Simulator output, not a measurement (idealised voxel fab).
The document below concerns the process module designated voxel self aligned contacts.
Square cell edge 5 nm, section width 160 nm, ID cut.
Heads up, the way a cross-section reads in here is a grid of square cells, handed over as bands from the top down, with every band being one or more rows of cells. What a band's entry tells you: where the top is and where the bottom is, as heights in nm, and after that what lies inside, material by material from left to right, each with its width in nm. Empty space is written as the word "blank", and a single material marked with the word "all across" occupies the band from edge to edge. A quick word on heights: they are counted from 0, and under that level the wafer as it came to us is one material throughout. The lowest band is different from the rest in having no bottom; it simply continues downward, written as in "0..down". Width spec "30..40" -> top row of cells at first value, bottom row at second value, equal per-row change in between. Take "nothing changed" at face value: in the step it is given for, the cross-section changed in none of its cells. Closed voids list: empty space of 8 cells or more with no open way to the top, each as width x height at its distance from the left edge, in nm. Where a step's line continues beyond its settings, the continuation is a remark by the simulator itself on that step. overlay nm: for a step with a mask, the amount by which the mask lay right of where it was planned; a negative amount means left of it. Note on reading: below, each pair holds a cross-section from before one process step and one from after it; the one from after shows only down to the lowest band that changed. Beneath the pair, the step in between is stated along with its settings. The pairs can stem from different runs of this module on the same starting wafer. Where a pair's entry headed "Cross-section, before" says so, and only there, that pair continues from the pair above it.
# Cross-section, before
	45..25  blank 25 nm; SiN 35 nm; blank 35 nm; SiN 35 nm; blank 30 nm
	25..0  blank 25 nm; SiN 5 nm; polySi 25 nm; SiN 5 nm; blank 35 nm; SiN 5 nm; polySi 25 nm; SiN 5 nm; blank 30 nm
	0..-5  SiO2 all across
	-5..down  Si all across
	Closed voids list: none
# After the Step
	60..45  SiO2 all across
	45..25  SiO2 25 nm; SiN 35 nm; SiO2 35 nm; SiN 35 nm; SiO2 30 nm
	25..0  SiO2 25 nm; SiN 5 nm; polySi 25 nm; SiN 5 nm; SiO2 35 nm; SiN 5 nm; polySi 25 nm; SiN 5 nm; SiO2 30 nm
	Heights below 0 show no change.
	Closed voids list: none
Which step turns the before cross-section above into the after cross-section? FILL_DEP, material SiO2, thk nm 15
Cross-section, before: = after-state of the pair above.
# After the Step
	50..45  SiO2 all across
	Heights below 45 show no change.
	Closed voids list: none
Which step turns the before cross-section above into the after cross-section? CMP, height nm 50
Cross-section, before: = after-state of the pair above.
# After the Step
	65..50  resist 55 nm; blank 45 nm; resist 60 nm
	Heights below 50 show no change.
	Closed voids list: none
Which step turns the before cross-section above into the after cross-section? PATTERN, tone open, mask id CONTACT, material resist, width nm 45, thk nm 15, overlay nm 0
Cross-section, before: = after-state of the pair above.
# After the Step
	65..50  resist 55 nm; blank 45 nm; resist 60 nm
	50..45  SiO2 55 nm; blank 45 nm; SiO2 60 nm
	45..25  SiO2 25 nm; SiN 35 nm; blank 35 nm; SiN 35 nm; SiO2 30 nm
	25..0  SiO2 25 nm; SiN 5 nm; polySi 25 nm; SiN 5 nm; blank 35 nm; SiN 5 nm; polySi 25 nm; SiN 5 nm; SiO2 30 nm
	0..-5  SiO2 60 nm; blank 35 nm; SiO2 65 nm
	Heights below -5 show no change.
	Closed voids list: none
Which step turns the before cross-section above into the after cross-section? DIRECTIONAL_ETCH, etch materials SiO2, depth nm 55
Cross-section, before: = after-state of the pair above.
# After the Step
	50..45  SiO2 55 nm; blank 45 nm; SiO2 60 nm
	Heights below 45 show no change.
	Closed voids list: none
Which step turns the before cross-section above into the after cross-section? STRIP, etch materials resist
Cross-section, before: = after-state of the pair above.
# After the Step
	55..50  TiN 60 nm; blank 35 nm; TiN 65 nm
	50..45  SiO2 55 nm; TiN 10 nm; blank 25 nm; TiN 10 nm; SiO2 60 nm
	45..25  SiO2 25 nm; SiN 35 nm; TiN 5 nm; blank 25 nm; TiN 5 nm; SiN 35 nm; SiO2 30 nm
	25..0  SiO2 25 nm; SiN 5 nm; polySi 25 nm; SiN 5 nm; TiN 5 nm; blank 25 nm; TiN 5 nm; SiN 5 nm; polySi 25 nm; SiN 5 nm; SiO2 30 nm
	0..-5  SiO2 60 nm; TiN 35 nm; SiO2 65 nm
	Heights below -5 show no change.
	Closed voids list: none
Which step turns the before cross-section above into the after cross-section? CONFORMAL_DEP, material TiN, thk nm 5
Cross-section, before: = after-state of the pair above.
# After the Step
	65..55  Ru all across
	55..50  TiN 60 nm; Ru 35 nm; TiN 65 nm
	50..45  SiO2 55 nm; TiN 10 nm; Ru 25 nm; TiN 10 nm; SiO2 60 nm
	45..25  SiO2 25 nm; SiN 35 nm; TiN 5 nm; Ru 25 nm; TiN 5 nm; SiN 35 nm; SiO2 30 nm
	25..0  SiO2 25 nm; SiN 5 nm; polySi 25 nm; SiN 5 nm; TiN 5 nm; Ru 25 nm; TiN 5 nm; SiN 5 nm; polySi 25 nm; SiN 5 nm; SiO2 30 nm
	Heights below 0 show no change.
	Closed voids list: none
Which step turns the before cross-section above into the after cross-section? FILL_DEP, material Ru, thk nm 10
Cross-section, before: = after-state of the pair above.
# After the Step
	50..45  SiO2 55 nm; TiN 10 nm; Ru 25 nm; TiN 10 nm; SiO2 60 nm
	Heights below 45 show no change.
	Closed voids list: none
Which step turns the before cross-section above into the after cross-section? CMP, height nm 50
Cross-section, before: = after-state of the pair above.
# After the Step
	55..50  SiN all across
	Heights below 50 show no change.
	Closed voids list: none
Which step turns the before cross-section above into the after cross-section? CONFORMAL_DEP, material SiN, thk nm 5
# Cross-section, before
	50..45  SiO2 all across
	45..25  SiO2 20 nm; SiN 45 nm; SiO2 25 nm; SiN 45 nm; SiO2 25 nm
	25..0  SiO2 20 nm; SiN 5 nm; polySi 35 nm; SiN 5 nm; SiO2 25 nm; SiN 5 nm; polySi 35 nm; SiN 5 nm; SiO2 25 nm
	0..-5  SiO2 all across
	-5..down  Si all across
	Closed voids list: none
# After the Step
	65..50  resist 45 nm; blank 45 nm; resist 70 nm
	Heights below 50 show no change.
	Closed voids list: none
Which step turns the before cross-section above into the after cross-section? PATTERN, tone open, mask id CONTACT, material resist, width nm 45, thk nm 15, overlay nm -10
Cross-section, before: = after-state of the pair above.
# After the Step
	65..50  resist 45 nm; blank 45 nm; resist 70 nm
	50..45  SiO2 45 nm; blank 45 nm; SiO2 70 nm
	45..25  SiO2 20 nm; SiN 45 nm; blank 25 nm; SiN 45 nm; SiO2 25 nm
	25..0  SiO2 20 nm; SiN 5 nm; polySi 35 nm; SiN 5 nm; blank 25 nm; SiN 5 nm; polySi 35 nm; SiN 5 nm; SiO2 25 nm
	0..-5  SiO2 65 nm; blank 25 nm; SiO2 70 nm
	Heights below -5 show no change.
	Closed voids list: none
Which step turns the before cross-section above into the after cross-section? DIRECTIONAL_ETCH, etch materials SiO2, depth nm 55
Cross-section, before: = after-state of the pair above.
# After the Step
	50..45  SiO2 45 nm; blank 45 nm; SiO2 70 nm
	Heights below 45 show no change.
	Closed voids list: none
Which step turns the before cross-section above into the after cross-section? STRIP, etch materials resist
Cross-section, before: = after-state of the pair above.
# After the Step
	55..50  TiN 50 nm; blank 35 nm; TiN 75 nm
	50..45  SiO2 45 nm; TiN 25 nm; blank 15 nm; TiN 5 nm; SiO2 70 nm
	45..25  SiO2 20 nm; SiN 45 nm; TiN 5 nm; blank 15 nm; TiN 5 nm; SiN 45 nm; SiO2 25 nm
	25..0  SiO2 20 nm; SiN 5 nm; polySi 35 nm; SiN 5 nm; TiN 5 nm; blank 15 nm; TiN 5 nm; SiN 5 nm; polySi 35 nm; SiN 5 nm; SiO2 25 nm
	0..-5  SiO2 65 nm; TiN 25 nm; SiO2 70 nm
	Heights below -5 show no change.
	Closed voids list: none
Which step turns the before cross-section above into the after cross-section? CONFORMAL_DEP, material TiN, thk nm 5
Cross-section, before: = after-state of the pair above.
# After the Step
	65..55  Ru all across
	55..50  TiN 50 nm; Ru 35 nm; TiN 75 nm
	50..45  SiO2 45 nm; TiN 25 nm; Ru 15 nm; TiN 5 nm; SiO2 70 nm
	45..25  SiO2 20 nm; SiN 45 nm; TiN 5 nm; Ru 15 nm; TiN 5 nm; SiN 45 nm; SiO2 25 nm
	25..0  SiO2 20 nm; SiN 5 nm; polySi 35 nm; SiN 5 nm; TiN 5 nm; Ru 15 nm; TiN 5 nm; SiN 5 nm; polySi 35 nm; SiN 5 nm; SiO2 25 nm
	Heights below 0 show no change.
	Closed voids list: none
Which step turns the before cross-section above into the after cross-section? FILL_DEP, material Ru, thk nm 10
Cross-section, before: = after-state of the pair above.
# After the Step
	50..45  SiO2 45 nm; TiN 25 nm; Ru 15 nm; TiN 5 nm; SiO2 70 nm
	Heights below 45 show no change.
	Closed voids list: none
Which step turns the before cross-section above into the after cross-section? CMP, height nm 50
Cross-section, before: = after-state of the pair above.
# After the Step
	55..50  SiN all across
	Heights below 50 show no change.
	Closed voids list: none
Which step turns the before cross-section above into the after cross-section? CONFORMAL_DEP, material SiN, thk nm 5
# Cross-section, before
	45..25  blank 20 nm; SiN 45 nm; blank 25 nm; SiN 45 nm; blank 25 nm
	25..0  blank 20 nm; SiN 5 nm; polySi 35 nm; SiN 5 nm; blank 25 nm; SiN 5 nm; polySi 35 nm; SiN 5 nm; blank 25 nm
	0..-5  SiO2 all across
	-5..down  Si all across
	Closed voids list: none
# After the Step
	60..45  polySi all across
	45..25  polySi 20 nm; SiN 45 nm; polySi 25 nm; SiN 45 nm; polySi 25 nm
	25..0  polySi 20 nm; SiN 5 nm; polySi 35 nm; SiN 5 nm; polySi 25 nm; SiN 5 nm; polySi 35 nm; SiN 5 nm; polySi 25 nm
	Heights below 0 show no change.
	Closed voids list: none
Which step turns the before cross-section above into the after cross-section? FILL_DEP, material polySi, thk nm 15
Cross-section, before: = after-state of the pair above.
# After the Step
	50..45  polySi all across
	Heights below 45 show no change.
	Closed voids list: none
Which step turns the before cross-section above into the after cross-section? CMP, height nm 50
Cross-section, before: = after-state of the pair above.
# After the Step
	65..50  resist 55 nm; blank 45 nm; resist 60 nm
	Heights below 50 show no change.
	Closed voids list: none
Which step turns the before cross-section above into the after cross-section? PATTERN, tone open, mask id CONTACT, material resist, width nm 45, thk nm 15, overlay nm 0
Cross-section, before: = after-state of the pair above.
# After the Step
	50..45  polySi all across
	Heights below 45 show no change.
	Closed voids list: none
Which step turns the before cross-section above into the after cross-section? STRIP, etch materials resist
Cross-section, before: = after-state of the pair above.
# After the Step
	55..50  TiN all across
	Heights below 50 show no change.
	Closed voids list: none
Which step turns the before cross-section above into the after cross-section? CONFORMAL_DEP, material TiN, thk nm 5
Cross-section, before: = after-state of the pair above.
# After the Step
	65..55  Ru all across
	Heights below 55 show no change.
	Closed voids list: none
Which step turns the before cross-section above into the after cross-section? FILL_DEP, material Ru, thk nm 10
Cross-section, before: = after-state of the pair above.
# After the Step
	50..45  polySi all across
	Heights below 45 show no change.
	Closed voids list: none
Which step turns the before cross-section above into the after cross-section? CMP, height nm 50
Cross-section, before: = after-state of the pair above.
# After the Step
	55..50  SiN all across
	Heights below 50 show no change.
	Closed voids list: none
Which step turns the before cross-section above into the after cross-section? CONFORMAL_DEP, material SiN, thk nm 5
# Cross-section, before
	45..25  SiN all across
	25..0  polySi all across
	0..-5  SiO2 all across
	-5..down  Si all across
	Closed voids list: none
# After the Step
	60..45  resist 25 nm; blank 35 nm; resist 35 nm; blank 35 nm; resist 30 nm
	Heights below 45 show no change.
	Closed voids list: none
Which step turns the before cross-section above into the after cross-section? PATTERN, tone open, mask id GATE, material resist, width nm 35, pitch nm 70, thk nm 15, overlay nm 0
Cross-section, before: = after-state of the pair above.
# After the Step
	60..45  resist 25 nm; blank 35 nm; resist 35 nm; blank 35 nm; resist 30 nm
	45..25  SiN 25 nm; blank 35 nm; SiN 35 nm; blank 35 nm; SiN 30 nm
	Heights below 25 show no change.
	Closed voids list: none
Which step turns the before cross-section above into the after cross-section? DIRECTIONAL_ETCH, etch materials SiN, depth nm 20
Cross-section, before: = after-state of the pair above.
# After the Step
	60..45  resist 25 nm; blank 35 nm; resist 35 nm; blank 35 nm; resist 30 nm
	45..25  SiN 25 nm; blank 35 nm; SiN 35 nm; blank 35 nm; SiN 30 nm
	25..0  polySi 25 nm; blank 35 nm; polySi 35 nm; blank 35 nm; polySi 30 nm
	Heights below 0 show no change.
	Closed voids list: none
Which step turns the before cross-section above into the after cross-section? DIRECTIONAL_ETCH, etch materials polySi, depth nm 25
Cross-section, before: = after-state of the pair above.
# After the Step
	45..25  SiN 25 nm; blank 35 nm; SiN 35 nm; blank 35 nm; SiN 30 nm
	Heights below 25 show no change.
	Closed voids list: none
Which step turns the before cross-section above into the after cross-section? STRIP, etch materials resist
Cross-section, before: = after-state of the pair above.
# After the Step
	50..25  SiN 30 nm; blank 25 nm; SiN 45 nm; blank 25 nm; SiN 35 nm
	25..5  polySi 25 nm; SiN 5 nm; blank 25 nm; SiN 5 nm; polySi 35 nm; SiN 5 nm; blank 25 nm; SiN 5 nm; polySi 30 nm
	5..0  polySi 25 nm; SiN 35 nm; polySi 35 nm; SiN 35 nm; polySi 30 nm
	Heights below 0 show no change.
	Closed voids list: none
Which step turns the before cross-section above into the after cross-section? CONFORMAL_DEP, material SiN, thk nm 5
Cross-section, before: = after-state of the pair above.
# After the Step
	45..25  SiN 30 nm; blank 25 nm; SiN 45 nm; blank 25 nm; SiN 35 nm
	25..0  polySi 25 nm; SiN 5 nm; blank 25 nm; SiN 5 nm; polySi 35 nm; SiN 5 nm; blank 25 nm; SiN 5 nm; polySi 30 nm
	Heights below 0 show no change.
	Closed voids list: none
Which step turns the before cross-section above into the after cross-section? DIRECTIONAL_ETCH, etch materials SiN, depth nm 5
Cross-section, before: = after-state of the pair above.
# After the Step
	60..45  SiO2 all across
	45..25  SiN 30 nm; SiO2 25 nm; SiN 45 nm; SiO2 25 nm; SiN 35 nm
	25..0  polySi 25 nm; SiN 5 nm; SiO2 25 nm; SiN 5 nm; polySi 35 nm; SiN 5 nm; SiO2 25 nm; SiN 5 nm; polySi 30 nm
	Heights below 0 show no change.
	Closed voids list: none
Which step turns the before cross-section above into the after cross-section? FILL_DEP, material SiO2, thk nm 15
Cross-section, before: = after-state of the pair above.
# After the Step
	50..45  SiO2 all across
	Heights below 45 show no change.
	Closed voids list: none
Which step turns the before cross-section above into the after cross-section? CMP, height nm 50
Cross-section, before: = after-state of the pair above.
# After the Step
	65..50  resist 55 nm; blank 45 nm; resist 60 nm
	Heights below 50 show no change.
	Closed voids list: none
Which step turns the before cross-section above into the after cross-section? PATTERN, tone open, mask id CONTACT, material resist, width nm 45, thk nm 15, overlay nm 0
Cross-section, before: = after-state of the pair above.
# After the Step
	65..50  resist 55 nm; blank 45 nm; resist 60 nm
	50..45  SiO2 55 nm; blank 45 nm; SiO2 60 nm
	Heights below 45 show no change.
	Closed voids list: none
Which step turns the before cross-section above into the after cross-section? DIRECTIONAL_ETCH, etch materials SiO2, depth nm 55
Cross-section, before: = after-state of the pair above.
# After the Step
	50..45  SiO2 55 nm; blank 45 nm; SiO2 60 nm
	Heights below 45 show no change.
	Closed voids list: none
Which step turns the before cross-section above into the after cross-section? STRIP, etch materials resist
Cross-section, before: = after-state of the pair above.
# After the Step
	55..50  TiN 60 nm; blank 35 nm; TiN 65 nm
	50..45  SiO2 55 nm; TiN 45 nm; SiO2 60 nm
	Heights below 45 show no change.
	Closed voids list: none
Which step turns the before cross-section above into the after cross-section? CONFORMAL_DEP, material TiN, thk nm 5
Cross-section, before: = after-state of the pair above.
# After the Step
	65..55  Ru all across
	55..50  TiN 60 nm; Ru 35 nm; TiN 65 nm
	Heights below 50 show no change.
	Closed voids list: none
Which step turns the before cross-section above into the after cross-section? FILL_DEP, material Ru, thk nm 10
Cross-section, before: = after-state of the pair above.
# After the Step
	50..45  SiO2 55 nm; TiN 45 nm; SiO2 60 nm
	Heights below 45 show no change.
	Closed voids list: none
Which step turns the before cross-section above into the after cross-section? CMP, height nm 50
Cross-section, before: = after-state of the pair above.
# After the Step
	55..50  SiN all across
	Heights below 50 show no change.
	Closed voids list: none
Which step turns the before cross-section above into the after cross-section? CONFORMAL_DEP, material SiN, thk nm 5
